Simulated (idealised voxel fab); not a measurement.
voxel transistor to metal: a process module
This is section cut - it's 185 nm across, gridded in 5 nm square cells.
Square cells in a grid make up a cross-section in this document, and the grid is given as bands, listed from the top down, each one or more rows of cells. In this notation a band is specified by the heights of its top and bottom, in that order and in nm, after which its materials appear from left to right, each paired with its width in nm. The word "everywhere" attached to a single material means that material fills the band from edge to edge; the word "blank" stands for empty space. Measure heights from 0. That's the level where, below it, the as-received wafer is all one material. The lowest band is bottomless and extends downward; write it as in "0 nm and below". It should be noted that a width expressed as "30..40" varies in equal increments from row to row of cells within the band, taking the value of the first number at the top row and that of the second number at the bottom row. "identical to before" means the step left every cell of the cross-section as it was. The entry titled "Enclosed cavity list" provides the empty spaces that have no open way to the top, restricted to those of 8 cells or more. Each is presented as width x height at distance, the distance being measured from the left edge, with all three in nm. Step line, after settings: the simulator's comment on this step. overlay nm: how far to the right of its planned place the mask lay on this masked step (negative: to the left). Pairs, read this way: before one process step on the one hand, after it on the other, the after cross-section ending at the lowest band that changed; the step between, settings included, beneath. Same starting wafer throughout, but possibly different runs of this module, so no pair continues from the pair above unless its entry headed "Geometry before processing" says so.
### Geometry before processing
- 50 nm to 45 nm | SiN everywhere
- 45 nm to 35 nm | 45 SiO2; 5 TiN; 20..10 W; 5..15 TiN; 30 SiO2; 5..15 TiN; 20..10 W; 5 TiN; 50 SiO2
- 35 nm to 25 nm | 45 SiO2; 5 TiN; 10 W; 5 TiN; 10 SiN; 30 SiCN; 10 SiN; 5 TiN; 10 W; 5 TiN; 50 SiO2
- 25 nm to 15 nm | 45 SiO2; 5 TiN; 10 W; 5 TiN; 10 SiN; 30 polySi; 10 SiN; 5 TiN; 10 W; 5 TiN; 50 SiO2
- 15 nm to 10 nm | 45 SiO2; 20 TiN; 10 SiN; 30 polySi; 10 SiN; 20 TiN; 50 SiO2
- 10 nm to 0 nm | 45 SiO2; 5 TiN; 15 SiGe; 10 SiN; 30 polySi; 10 SiN; 15 SiGe; 5 TiN; 50 SiO2
- 0 nm to -5 nm | 35 SiO2; 30 SiGe; 50 SiO2; 30 SiGe; 40 SiO2
- -5 nm to -15 nm | 40 SiO2; 25 SiGe; 50 Si; 25 SiGe; 45 SiO2
- -15 nm to -30 nm | 40 SiO2; 100 Si; 45 SiO2
- -30 nm and below | Si everywhere
- Enclosed cavity list: none
### Sectional Result
- 70 nm to 50 nm | SiO2 everywhere
- Below 50 it's all the same as before, nothing changed down there.
- Enclosed cavity list: none
Which operation lies between the before and after views above? DIRECTIONAL_DEP, material SiO2, thk nm 20
Geometry before processing: carried over from the after image of the pair right above.
### Sectional Result
- 70 nm to 50 nm | 45 SiO2; 15 blank; 60 SiO2; 15 blank; 50 SiO2
- Below 50 it's all the same as before, nothing changed down there.
- Enclosed cavity list: none
Which operation lies between the before and after views above? MASKED_ETCH, tone open, mask id METAL_1, width nm 15, pitch nm 75, etch materials SiO2, depth nm 20, overlay nm 0
Geometry before processing: carried over from the after image of the pair right above.
### Sectional Result
- 70 nm to 50 nm | 45 SiO2; 15 blank; 60 SiO2; 15 blank; 50 SiO2
- 50 nm to 45 nm | 45 SiN; 15 blank; 60 SiN; 15 blank; 50 SiN
- Below 45 it's all the same as before, nothing changed down there.
- Enclosed cavity list: none
Which operation lies between the before and after views above? MASKED_ETCH, tone open, mask id METAL_1, width nm 15, pitch nm 75, etch materials SiN, depth nm 5, overlay nm 0
Geometry before processing: carried over from the after image of the pair right above.
### Sectional Result
- 75 nm to 70 nm | 50 TiN; 5 blank; 70 TiN; 5 blank; 55 TiN
- 70 nm to 50 nm | 45 SiO2; 5 TiN; 5 blank; 5 TiN; 60 SiO2; 5 TiN; 5 blank; 5 TiN; 50 SiO2
- 50 nm to 45 nm | 45 SiN; 15 TiN; 60 SiN; 15 TiN; 50 SiN
- Below 45 it's all the same as before, nothing changed down there.
- Enclosed cavity list: none
Which operation lies between the before and after views above? CONFORMAL_DEP, material TiN, thk nm 5
Geometry before processing: carried over from the after image of the pair right above.
### Sectional Result
- 85 nm to 75 nm | Cu everywhere
- 75 nm to 70 nm | 50 TiN; 5 Cu; 70 TiN; 5 Cu; 55 TiN
- 70 nm to 50 nm | 45 SiO2; 5 TiN; 5 Cu; 5 TiN; 60 SiO2; 5 TiN; 5 Cu; 5 TiN; 50 SiO2
- Below 50 it's all the same as before, nothing changed down there.
- Enclosed cavity list: none
Which operation lies between the before and after views above? FILL_DEP, material Cu, thk nm 10
Geometry before processing: carried over from the after image of the pair right above.
### Sectional Result
- 70 nm to 50 nm | 45 SiO2; 5 TiN; 5 Cu; 5 TiN; 60 SiO2; 5 TiN; 5 Cu; 5 TiN; 50 SiO2
- Below 50 it's all the same as before, nothing changed down there.
- Enclosed cavity list: none
Which operation lies between the before and after views above? CMP, height nm 70
Geometry before processing: carried over from the after image of the pair right above.
### Sectional Result
- 75 nm to 70 nm | SiCN everywhere
- Below 70 it's all the same as before, nothing changed down there.
- Enclosed cavity list: none
Which operation lies between the before and after views above? CONFORMAL_DEP, material SiCN, thk nm 5
Geometry before processing: carried over from the after image of the pair right above.
### Sectional Result
- 100 nm to 75 nm | SiO2 everywhere
- Below 75 it's all the same as before, nothing changed down there.
- Enclosed cavity list: none
Which operation lies between the before and after views above? DIRECTIONAL_DEP, material SiO2, thk nm 25
Geometry before processing: carried over from the after image of the pair right above.
### Sectional Result
- 115 nm to 100 nm | 45 resist; 15 blank; 60 resist; 15 blank; 50 resist
- Below 100 it's all the same as before, nothing changed down there.
- Enclosed cavity list: none
Which operation lies between the before and after views above? PATTERN, tone open, mask id METAL_2, material resist, width nm 15, pitch nm 75, thk nm 15, overlay nm 0
Geometry before processing: carried over from the after image of the pair right above.
### Sectional Result
- 115 nm to 100 nm | 45 resist; 15 blank; 60 resist; 15 blank; 50 resist
- 100 nm to 85 nm | 45 SiO2; 15 blank; 60 SiO2; 15 blank; 50 SiO2
- Below 85 it's all the same as before, nothing changed down there.
- Enclosed cavity list: none
Which operation lies between the before and after views above? DIRECTIONAL_ETCH, etch materials SiO2, depth nm 15
Geometry before processing: carried over from the after image of the pair right above.
### Sectional Result
- 100 nm to 85 nm | 45 SiO2; 15 blank; 60 SiO2; 15 blank; 50 SiO2
- Below 85 it's all the same as before, nothing changed down there.
- Enclosed cavity list: none
Which operation lies between the before and after views above? STRIP, etch materials resist
Geometry before processing: carried over from the after image of the pair right above.
### Sectional Result
- 115 nm to 100 nm | 45 aC; 15 blank; 60 aC; 15 blank; 50 aC
- 100 nm to 85 nm | 45 SiO2; 15 aC; 60 SiO2; 15 aC; 50 SiO2
- Below 85 it's all the same as before, nothing changed down there.
- Enclosed cavity list: none
Which operation lies between the before and after views above? DIRECTIONAL_DEP, material aC, thk nm 15
Geometry before processing: carried over from the after image of the pair right above.
### Sectional Result
- 150 nm to 115 nm | 45 resist; 15 blank; 60 resist; 15 blank; 50 resist
- Below 115 it's all the same as before, nothing changed down there.
- Enclosed cavity list: none
Which operation lies between the before and after views above? PATTERN, tone open, mask id METAL_2_HOLES, material resist, width nm 15, pitch nm 75, thk nm 35, overlay nm 0
Geometry before processing: carried over from the after image of the pair right above.
### Sectional Result
- 135 nm to 115 nm | 45 resist; 15 blank; 60 resist; 15 blank; 50 resist
- 115 nm to 100 nm | 45 aC; 15 blank; 60 aC; 15 blank; 50 aC
- 100 nm to 85 nm | 45 SiO2; 15 blank; 60 SiO2; 15 blank; 50 SiO2
- Below 85 it's all the same as before, nothing changed down there.
- Enclosed cavity list: none
Which operation lies between the before and after views above? DIRECTIONAL_ETCH, etch materials aC, depth nm 15
Geometry before processing: carried over from the after image of the pair right above.
### Sectional Result
- 115 nm to 100 nm | 45 aC; 15 blank; 60 aC; 15 blank; 50 aC
- Below 100 it's all the same as before, nothing changed down there.
- Enclosed cavity list: none
Which operation lies between the before and after views above? STRIP, etch materials resist
Geometry before processing: carried over from the after image of the pair right above.
### Sectional Result
- 115 nm to 100 nm | 45 aC; 15 blank; 60 aC; 15 blank; 50 aC
- 100 nm to 75 nm | 45 SiO2; 15 blank; 60 SiO2; 15 blank; 50 SiO2
- Below 75 it's all the same as before, nothing changed down there.
- Enclosed cavity list: none
Which operation lies between the before and after views above? DIRECTIONAL_ETCH, etch materials SiO2, depth nm 10
Geometry before processing: carried over from the after image of the pair right above.
### Sectional Result
- 115 nm to 100 nm | 45 aC; 15 blank; 60 aC; 15 blank; 50 aC
- 100 nm to 75 nm | 45 SiO2; 15 blank; 60 SiO2; 15 blank; 50 SiO2
- 75 nm to 70 nm | 45 SiCN; 15 blank; 60 SiCN; 15 blank; 50 SiCN
- Below 70 it's all the same as before, nothing changed down there.
- Enclosed cavity list: none
Which operation lies between the before and after views above? DIRECTIONAL_ETCH, etch materials SiCN, depth nm 5
Geometry before processing: carried over from the after image of the pair right above.
### Sectional Result
- 100 nm to 75 nm | 45 SiO2; 15 blank; 60 SiO2; 15 blank; 50 SiO2
- Below 75 it's all the same as before, nothing changed down there.
- Enclosed cavity list: none
Which operation lies between the before and after views above? STRIP, etch materials aC
Geometry before processing: carried over from the after image of the pair right above.
### Sectional Result
- 105 nm to 100 nm | 50 TiN; 5 blank; 70 TiN; 5 blank; 55 TiN
- 100 nm to 75 nm | 45 SiO2; 5 TiN; 5 blank; 5 TiN; 60 SiO2; 5 TiN; 5 blank; 5 TiN; 50 SiO2
- 75 nm to 70 nm | 45 SiCN; 15 TiN; 60 SiCN; 15 TiN; 50 SiCN
- Below 70 it's all the same as before, nothing changed down there.
- Enclosed cavity list: none
Which operation lies between the before and after views above? CONFORMAL_DEP, material TiN, thk nm 5
Geometry before processing: carried over from the after image of the pair right above.
### Sectional Result
- 115 nm to 105 nm | Cu everywhere
- 105 nm to 100 nm | 50 TiN; 5 Cu; 70 TiN; 5 Cu; 55 TiN
- 100 nm to 75 nm | 45 SiO2; 5 TiN; 5 Cu; 5 TiN; 60 SiO2; 5 TiN; 5 Cu; 5 TiN; 50 SiO2
- Below 75 it's all the same as before, nothing changed down there.
- Enclosed cavity list: none
Which operation lies between the before and after views above? FILL_DEP, material Cu, thk nm 10
Geometry before processing: carried over from the after image of the pair right above.
### Sectional Result
- 100 nm to 75 nm | 45 SiO2; 5 TiN; 5 Cu; 5 TiN; 60 SiO2; 5 TiN; 5 Cu; 5 TiN; 50 SiO2
- Below 75 it's all the same as before, nothing changed down there.
- Enclosed cavity list: none
Which operation lies between the before and after views above? CMP, height nm 100
Geometry before processing: carried over from the after image of the pair right above.
### Sectional Result
- 105 nm to 100 nm | SiN everywhere
- Below 100 it's all the same as before, nothing changed down there.
- Enclosed cavity list: none
Which operation lies between the before and after views above? CONFORMAL_DEP, material SiN, thk nm 5
### Geometry before processing
- 50 nm to 35 nm | aC everywhere
- 35 nm to 25 nm | SiCN everywhere
- 25 nm to 0 nm | polySi everywhere
- 0 nm to -5 nm | SiO2 everywhere
- -5 nm to -30 nm | 40 SiO2; 100 Si; 45 SiO2
- -30 nm and below | Si everywhere
- Enclosed cavity list: none
### Sectional Result
- 85 nm to 50 nm | 85 blank; 20 resist; 80 blank
- Below 50 it's all the same as before, nothing changed down there.
- Enclosed cavity list: none
Which operation lies between the before and after views above? PATTERN, tone cover, mask id GATE, material resist, width nm 20, thk nm 35, overlay nm 5
Geometry before processing: carried over from the after image of the pair right above.
### Sectional Result
- 70 nm to 50 nm | 85 blank; 20 resist; 80 blank
- 50 nm to 35 nm | 85 blank; 20 aC; 80 blank
- Below 35 it's all the same as before, nothing changed down there.
- Enclosed cavity list: none
Which operation lies between the before and after views above? DIRECTIONAL_ETCH, etch materials aC, depth nm 15
Geometry before processing: carried over from the after image of the pair right above.
### Sectional Result
- 50 nm to 35 nm | 85 blank; 20 aC; 80 blank
- Below 35 it's all the same as before, nothing changed down there.
- Enclosed cavity list: none
Which operation lies between the before and after views above? STRIP, etch materials resist
Geometry before processing: carried over from the after image of the pair right above.
### Sectional Result
- 50 nm to 35 nm | 85 blank; 20 aC; 80 blank
- 35 nm to 25 nm | 85 blank; 20 SiCN; 80 blank
- Below 25 it's all the same as before, nothing changed down there.
- Enclosed cavity list: none
Which operation lies between the before and after views above? DIRECTIONAL_ETCH, etch materials SiCN, depth nm 20
Geometry before processing: carried over from the after image of the pair right above.
### Sectional Result
- 50 nm to 35 nm | 85 blank; 20 aC; 80 blank
- 35 nm to 25 nm | 85 blank; 20 SiCN; 80 blank
- 25 nm to 0 nm | 85 blank; 20 polySi; 80 blank
- Below 0 it's all the same as before, nothing changed down there.
- Enclosed cavity list: none
Which operation lies between the before and after views above? DIRECTIONAL_ETCH, etch materials polySi, depth nm 35
Geometry before processing: carried over from the after image of the pair right above.
### Sectional Result
- 35 nm to 25 nm | 85 blank; 20 SiCN; 80 blank
- Below 25 it's all the same as before, nothing changed down there.
- Enclosed cavity list: none
Which operation lies between the before and after views above? STRIP, etch materials aC
Geometry before processing: carried over from the after image of the pair right above.
### Sectional Result
- 45 nm to 35 nm | 75 blank; 40 SiN; 70 blank
- 35 nm to 25 nm | 75 blank; 10 SiN; 20 SiCN; 10 SiN; 70 blank
- 25 nm to 10 nm | 75 blank; 10 SiN; 20 polySi; 10 SiN; 70 blank
- 10 nm to 0 nm | 85 SiN; 20 polySi; 80 SiN
- Below 0 it's all the same as before, nothing changed down there.
- Enclosed cavity list: none
Which operation lies between the before and after views above? CONFORMAL_DEP, material SiN, thk nm 10
Geometry before processing: carried over from the after image of the pair right above.
### Sectional Result
- 35 nm to 25 nm | 75 blank; 10 SiN; 20 SiCN; 10 SiN; 70 blank
- 25 nm to 0 nm | 75 blank; 10 SiN; 20 polySi; 10 SiN; 70 blank
- Below 0 it's all the same as before, nothing changed down there.
- Enclosed cavity list: none
Which operation lies between the before and after views above? DIRECTIONAL_ETCH, etch materials SiN, depth nm 10
Geometry before processing: carried over from the after image of the pair right above.
### Sectional Result
- 35 nm to 25 nm | 75 blank; 10 SiN; 20 SiCN; 10 SiN; 70 blank
- 25 nm to 0 nm | 75 blank; 10 SiN; 20 polySi; 10 SiN; 70 blank
- 0 nm to -5 nm | 75 blank; 40 SiO2; 70 blank
- Below -5 it's all the same as before, nothing changed down there.
- Enclosed cavity list: none
Which operation lies between the before and after views above? DIRECTIONAL_ETCH, etch materials SiO2, depth nm 5
Geometry before processing: carried over from the after image of the pair right above.
### Sectional Result
- 35 nm to 25 nm | 75 blank; 10 SiN; 20 SiCN; 10 SiN; 70 blank
- 25 nm to 0 nm | 75 blank; 10 SiN; 20 polySi; 10 SiN; 70 blank
- 0 nm to -5 nm | 75 blank; 40 SiO2; 70 blank
- -5 nm to -15 nm | 40 SiO2; 35 blank; 40 Si; 25 blank; 45 SiO2
- Below -15 it's all the same as before, nothing changed down there.
- Enclosed cavity list: none
Which operation lies between the before and after views above? DIRECTIONAL_ETCH, etch materials Si, depth nm 10
Geometry before processing: carried over from the after image of the pair right above.
### Sectional Result
- 35 nm to 25 nm | 75 blank; 10 SiN; 20 SiCN; 10 SiN; 70 blank
- 25 nm to 10 nm | 75 blank; 10 SiN; 20 polySi; 10 SiN; 70 blank
- 10 nm to 0 nm | 60 blank; 15 SiGe; 10 SiN; 20 polySi; 10 SiN; 15 SiGe; 55 blank
- 0 nm to -5 nm | 35 blank; 40 SiGe; 40 SiO2; 30 SiGe; 40 blank
- -5 nm to -15 nm | 40 SiO2; 35 SiGe; 40 Si; 25 SiGe; 45 SiO2
- Below -15 it's all the same as before, nothing changed down there.
- Enclosed cavity list: none
Which operation lies between the before and after views above? EPI, material SiGe, thk nm 15
Geometry before processing: carried over from the after image of the pair right above.
### Sectional Result
- 40 nm to 35 nm | SiO2 everywhere
- 35 nm to 25 nm | 75 SiO2; 10 SiN; 20 SiCN; 10 SiN; 70 SiO2
- 25 nm to 10 nm | 75 SiO2; 10 SiN; 20 polySi; 10 SiN; 70 SiO2
- 10 nm to 0 nm | 60 SiO2; 15 SiGe; 10 SiN; 20 polySi; 10 SiN; 15 SiGe; 55 SiO2
- 0 nm to -5 nm | 35 SiO2; 40 SiGe; 40 SiO2; 30 SiGe; 40 SiO2
- Below -5 it's all the same as before, nothing changed down there.
- Enclosed cavity list: none
Which operation lies between the before and after views above? FILL_DEP, material SiO2, thk nm 5
Geometry before processing: carried over from the after image of the pair right above.
### Sectional Result
- 35 nm to 25 nm | 75 SiO2; 10 SiN; 20 SiCN; 10 SiN; 70 SiO2
- Below 25 it's all the same as before, nothing changed down there.
- Enclosed cavity list: none
Which operation lies between the before and after views above? CMP, height nm 35
Geometry before processing: carried over from the after image of the pair right above.
### Sectional Result
- 45 nm to 35 nm | SiO2 everywhere
- Below 35 it's all the same as before, nothing changed down there.
- Enclosed cavity list: none
Which operation lies between the before and after views above? DIRECTIONAL_DEP, material SiO2, thk nm 10
Geometry before processing: carried over from the after image of the pair right above.
### Sectional Result
- 60 nm to 45 nm | 45 resist; 30 blank; 30 resist; 30 blank; 50 resist
- Below 45 it's all the same as before, nothing changed down there.
- Enclosed cavity list: none
Which operation lies between the before and after views above? PATTERN, tone open, mask id CONTACT, material resist, width nm 30, pitch nm 60, thk nm 15, overlay nm 0
Geometry before processing: carried over from the after image of the pair right above.
### Sectional Result
- 60 nm to 45 nm | 45 resist; 30 blank; 30 resist; 30 blank; 50 resist
- 45 nm to 35 nm | 45 SiO2; 30 blank; 30 SiO2; 30 blank; 50 SiO2
- 35 nm to 25 nm | 45 SiO2; 30 blank; 10 SiN; 20 SiCN; 10 SiN; 20 blank; 50 SiO2
- 25 nm to 10 nm | 45 SiO2; 30 blank; 10 SiN; 20 polySi; 10 SiN; 20 blank; 50 SiO2
- 10 nm to 0 nm | 45 SiO2; 15 blank; 15 SiGe; 10 SiN; 20 polySi; 10 SiN; 15 SiGe; 5 blank; 50 SiO2
- Below 0 it's all the same as before, nothing changed down there.
- Enclosed cavity list: none
Which operation lies between the before and after views above? DIRECTIONAL_ETCH, etch materials SiO2, depth nm 45
Geometry before processing: carried over from the after image of the pair right above.
### Sectional Result
- 45 nm to 35 nm | 45 SiO2; 30 blank; 30 SiO2; 30 blank; 50 SiO2
- Below 35 it's all the same as before, nothing changed down there.
- Enclosed cavity list: none
Which operation lies between the before and after views above? STRIP, etch materials resist
Geometry before processing: carried over from the after image of the pair right above.
### Sectional Result
- 50 nm to 45 nm | 50 TiN; 20 blank; 40 TiN; 20 blank; 55 TiN
- 45 nm to 35 nm | 45 SiO2; 5 TiN; 20 blank; 5 TiN; 30 SiO2; 5..15 TiN; 20..10 blank; 5 TiN; 50 SiO2
- 35 nm to 25 nm | 45 SiO2; 5 TiN; 20 blank; 5 TiN; 10 SiN; 20 SiCN; 10 SiN; 5 TiN; 10 blank; 5 TiN; 50 SiO2
- 25 nm to 15 nm | 45 SiO2; 5 TiN; 20 blank; 5 TiN; 10 SiN; 20 polySi; 10 SiN; 5 TiN; 10 blank; 5 TiN; 50 SiO2
- 15 nm to 10 nm | 45 SiO2; 5 TiN; 5 blank; 20 TiN; 10 SiN; 20 polySi; 10 SiN; 20 TiN; 50 SiO2
- 10 nm to 5 nm | 45 SiO2; 5 TiN; 5 blank; 5 TiN; 15 SiGe; 10 SiN; 20 polySi; 10 SiN; 15 SiGe; 5 TiN; 50 SiO2
- 5 nm to 0 nm | 45 SiO2; 15 TiN; 15 SiGe; 10 SiN; 20 polySi; 10 SiN; 15 SiGe; 5 TiN; 50 SiO2
- Below 0 it's all the same as before, nothing changed down there.
- Enclosed cavity list: none
Which operation lies between the before and after views above? CONFORMAL_DEP, material TiN, thk nm 5
Geometry before processing: carried over from the after image of the pair right above.
### Sectional Result
- 60 nm to 50 nm | W everywhere
- 50 nm to 45 nm | 50 TiN; 20 W; 40 TiN; 20 W; 55 TiN
- 45 nm to 35 nm | 45 SiO2; 5 TiN; 20 W; 5 TiN; 30 SiO2; 5..15 TiN; 20..10 W; 5 TiN; 50 SiO2
- 35 nm to 25 nm | 45 SiO2; 5 TiN; 20 W; 5 TiN; 10 SiN; 20 SiCN; 10 SiN; 5 TiN; 10 W; 5 TiN; 50 SiO2
- 25 nm to 15 nm | 45 SiO2; 5 TiN; 20 W; 5 TiN; 10 SiN; 20 polySi; 10 SiN; 5 TiN; 10 W; 5 TiN; 50 SiO2
- 15 nm to 10 nm | 45 SiO2; 5 TiN; 5 W; 20 TiN; 10 SiN; 20 polySi; 10 SiN; 20 TiN; 50 SiO2
- 10 nm to 5 nm | 45 SiO2; 5 TiN; 5 W; 5 TiN; 15 SiGe; 10 SiN; 20 polySi; 10 SiN; 15 SiGe; 5 TiN; 50 SiO2
- Below 5 it's all the same as before, nothing changed down there.
- Enclosed cavity list: none
Which operation lies between the before and after views above? FILL_DEP, material W, thk nm 10
Geometry before processing: carried over from the after image of the pair right above.
### Sectional Result
- 45 nm to 35 nm | 45 SiO2; 5 TiN; 20 W; 5 TiN; 30 SiO2; 5..15 TiN; 20..10 W; 5 TiN; 50 SiO2
- Below 35 it's all the same as before, nothing changed down there.
- Enclosed cavity list: none
Which operation lies between the before and after views above? CMP, height nm 45
Geometry before processing: carried over from the after image of the pair right above.
### Sectional Result
- 50 nm to 45 nm | SiN everywhere
- Below 45 it's all the same as before, nothing changed down there.
- Enclosed cavity list: none
Which operation lies between the before and after views above? CONFORMAL_DEP, material SiN, thk nm 5
Geometry before processing: carried over from the after image of the pair right above.
### Sectional Result
- 70 nm to 50 nm | SiO2 everywhere
- Below 50 it's all the same as before, nothing changed down there.
- Enclosed cavity list: none
Which operation lies between the before and after views above? DIRECTIONAL_DEP, material SiO2, thk nm 20
Geometry before processing: carried over from the after image of the pair right above.
### Sectional Result
- 70 nm to 50 nm | 45 SiO2; 15 blank; 60 SiO2; 15 blank; 50 SiO2
- Below 50 it's all the same as before, nothing changed down there.
- Enclosed cavity list: none
Which operation lies between the before and after views above? MASKED_ETCH, tone open, mask id METAL_1, width nm 15, pitch nm 75, etch materials SiO2, depth nm 20, overlay nm 0
Geometry before processing: carried over from the after image of the pair right above.
### Sectional Result
- 70 nm to 50 nm | 45 SiO2; 15 blank; 60 SiO2; 15 blank; 50 SiO2
- 50 nm to 45 nm | 45 SiN; 15 blank; 60 SiN; 15 blank; 50 SiN
- Below 45 it's all the same as before, nothing changed down there.
- Enclosed cavity list: none
Which operation lies between the before and after views above? MASKED_ETCH, tone open, mask id METAL_1, width nm 15, pitch nm 75, etch materials SiN, depth nm 5, overlay nm 0
Geometry before processing: carried over from the after image of the pair right above.
### Sectional Result
- 75 nm to 70 nm | 50 TiN; 5 blank; 70 TiN; 5 blank; 55 TiN
- 70 nm to 50 nm | 45 SiO2; 5 TiN; 5 blank; 5 TiN; 60 SiO2; 5 TiN; 5 blank; 5 TiN; 50 SiO2
- 50 nm to 45 nm | 45 SiN; 15 TiN; 60 SiN; 15 TiN; 50 SiN
- Below 45 it's all the same as before, nothing changed down there.
- Enclosed cavity list: none
Which operation lies between the before and after views above? CONFORMAL_DEP, material TiN, thk nm 5
Geometry before processing: carried over from the after image of the pair right above.
### Sectional Result
- 85 nm to 75 nm | Cu everywhere
- 75 nm to 70 nm | 50 TiN; 5 Cu; 70 TiN; 5 Cu; 55 TiN
- 70 nm to 50 nm | 45 SiO2; 5 TiN; 5 Cu; 5 TiN; 60 SiO2; 5 TiN; 5 Cu; 5 TiN; 50 SiO2
- Below 50 it's all the same as before, nothing changed down there.
- Enclosed cavity list: none
Which operation lies between the before and after views above? FILL_DEP, material Cu, thk nm 10
Geometry before processing: carried over from the after image of the pair right above.
### Sectional Result
- 70 nm to 50 nm | 45 SiO2; 5 TiN; 5 Cu; 5 TiN; 60 SiO2; 5 TiN; 5 Cu; 5 TiN; 50 SiO2
- Below 50 it's all the same as before, nothing changed down there.
- Enclosed cavity list: none
Which operation lies between the before and after views above? CMP, height nm 70
Geometry before processing: carried over from the after image of the pair right above.
### Sectional Result
- 75 nm to 70 nm | SiCN everywhere
- Below 70 it's all the same as before, nothing changed down there.
- Enclosed cavity list: none
Which operation lies between the before and after views above? CONFORMAL_DEP, material SiCN, thk nm 5
Geometry before processing: carried over from the after image of the pair right above.
### Sectional Result
- 100 nm to 75 nm | SiO2 everywhere
- Below 75 it's all the same as before, nothing changed down there.
- Enclosed cavity list: none
Which operation lies between the before and after views above? DIRECTIONAL_DEP, material SiO2, thk nm 25
Geometry before processing: carried over from the after image of the pair right above.
### Sectional Result
- 115 nm to 100 nm | 45 resist; 15 blank; 60 resist; 15 blank; 50 resist
- Below 100 it's all the same as before, nothing changed down there.
- Enclosed cavity list: none
Which operation lies between the before and after views above? PATTERN, tone open, mask id METAL_2, material resist, width nm 15, pitch nm 75, thk nm 15, overlay nm 0
Geometry before processing: carried over from the after image of the pair right above.
### Sectional Result
- 115 nm to 100 nm | 45 resist; 15 blank; 60 resist; 15 blank; 50 resist
- 100 nm to 85 nm | 45 SiO2; 15 blank; 60 SiO2; 15 blank; 50 SiO2
- Below 85 it's all the same as before, nothing changed down there.
- Enclosed cavity list: none
Which operation lies between the before and after views above? DIRECTIONAL_ETCH, etch materials SiO2, depth nm 15
Geometry before processing: carried over from the after image of the pair right above.
### Sectional Result
- 100 nm to 85 nm | 45 SiO2; 15 blank; 60 SiO2; 15 blank; 50 SiO2
- Below 85 it's all the same as before, nothing changed down there.
- Enclosed cavity list: none
Which operation lies between the before and after views above? STRIP, etch materials resist
Geometry before processing: carried over from the after image of the pair right above.
### Sectional Result
- 115 nm to 100 nm | 45 aC; 15 blank; 60 aC; 15 blank; 50 aC
- 100 nm to 85 nm | 45 SiO2; 15 aC; 60 SiO2; 15 aC; 50 SiO2
- Below 85 it's all the same as before, nothing changed down there.
- Enclosed cavity list: none
Which operation lies between the before and after views above? DIRECTIONAL_DEP, material aC, thk nm 15
Geometry before processing: carried over from the after image of the pair right above.
### Sectional Result
- 150 nm to 115 nm | 45 resist; 15 blank; 60 resist; 15 blank; 50 resist
- Below 115 it's all the same as before, nothing changed down there.
- Enclosed cavity list: none
Which operation lies between the before and after views above? PATTERN, tone open, mask id METAL_2_HOLES, material resist, width nm 15, pitch nm 75, thk nm 35, overlay nm 0
Geometry before processing: carried over from the after image of the pair right above.
### Sectional Result
- 135 nm to 115 nm | 45 resist; 15 blank; 60 resist; 15 blank; 50 resist
- 115 nm to 100 nm | 45 aC; 15 blank; 60 aC; 15 blank; 50 aC
- 100 nm to 85 nm | 45 SiO2; 15 blank; 60 SiO2; 15 blank; 50 SiO2
- Below 85 it's all the same as before, nothing changed down there.
- Enclosed cavity list: none
Which operation lies between the before and after views above? DIRECTIONAL_ETCH, etch materials aC, depth nm 15
Geometry before processing: carried over from the after image of the pair right above.
### Sectional Result
- 115 nm to 100 nm | 45 aC; 15 blank; 60 aC; 15 blank; 50 aC
- Below 100 it's all the same as before, nothing changed down there.
- Enclosed cavity list: none
Which operation lies between the before and after views above? STRIP, etch materials resist
Geometry before processing: carried over from the after image of the pair right above.
### Sectional Result
- 115 nm to 100 nm | 45 aC; 15 blank; 60 aC; 15 blank; 50 aC
- 100 nm to 75 nm | 45 SiO2; 15 blank; 60 SiO2; 15 blank; 50 SiO2
- Below 75 it's all the same as before, nothing changed down there.
- Enclosed cavity list: none
Which operation lies between the before and after views above? DIRECTIONAL_ETCH, etch materials SiO2, depth nm 10
Geometry before processing: carried over from the after image of the pair right above.
### Sectional Result
- 115 nm to 100 nm | 45 aC; 15 blank; 60 aC; 15 blank; 50 aC
- 100 nm to 75 nm | 45 SiO2; 15 blank; 60 SiO2; 15 blank; 50 SiO2
- 75 nm to 70 nm | 45 SiCN; 15 blank; 60 SiCN; 15 blank; 50 SiCN
- Below 70 it's all the same as before, nothing changed down there.
- Enclosed cavity list: none
Which operation lies between the before and after views above? DIRECTIONAL_ETCH, etch materials SiCN, depth nm 5
Geometry before processing: carried over from the after image of the pair right above.
### Sectional Result
- 100 nm to 75 nm | 45 SiO2; 15 blank; 60 SiO2; 15 blank; 50 SiO2
- Below 75 it's all the same as before, nothing changed down there.
- Enclosed cavity list: none
Which operation lies between the before and after views above? STRIP, etch materials aC
Geometry before processing: carried over from the after image of the pair right above.
### Sectional Result
- 105 nm to 100 nm | 50 TiN; 5 blank; 70 TiN; 5 blank; 55 TiN
- 100 nm to 75 nm | 45 SiO2; 5 TiN; 5 blank; 5 TiN; 60 SiO2; 5 TiN; 5 blank; 5 TiN; 50 SiO2
- 75 nm to 70 nm | 45 SiCN; 15 TiN; 60 SiCN; 15 TiN; 50 SiCN
- Below 70 it's all the same as before, nothing changed down there.
- Enclosed cavity list: none
Which operation lies between the before and after views above? CONFORMAL_DEP, material TiN, thk nm 5
Geometry before processing: carried over from the after image of the pair right above.
### Sectional Result
- 115 nm to 105 nm | Cu everywhere
- 105 nm to 100 nm | 50 TiN; 5 Cu; 70 TiN; 5 Cu; 55 TiN
- 100 nm to 75 nm | 45 SiO2; 5 TiN; 5 Cu; 5 TiN; 60 SiO2; 5 TiN; 5 Cu; 5 TiN; 50 SiO2
- Below 75 it's all the same as before, nothing changed down there.
- Enclosed cavity list: none
Which operation lies between the before and after views above? FILL_DEP, material Cu, thk nm 10
Geometry before processing: carried over from the after image of the pair right above.
### Sectional Result
- 100 nm to 75 nm | 45 SiO2; 5 TiN; 5 Cu; 5 TiN; 60 SiO2; 5 TiN; 5 Cu; 5 TiN; 50 SiO2
- Below 75 it's all the same as before, nothing changed down there.
- Enclosed cavity list: none
Which operation lies between the before and after views above? CMP, height nm 100
Geometry before processing: carried over from the after image of the pair right above.
### Sectional Result
- 105 nm to 100 nm | SiN everywhere
- Below 100 it's all the same as before, nothing changed down there.
- Enclosed cavity list: none
Which operation lies between the before and after views above? CONFORMAL_DEP, material SiN, thk nm 5
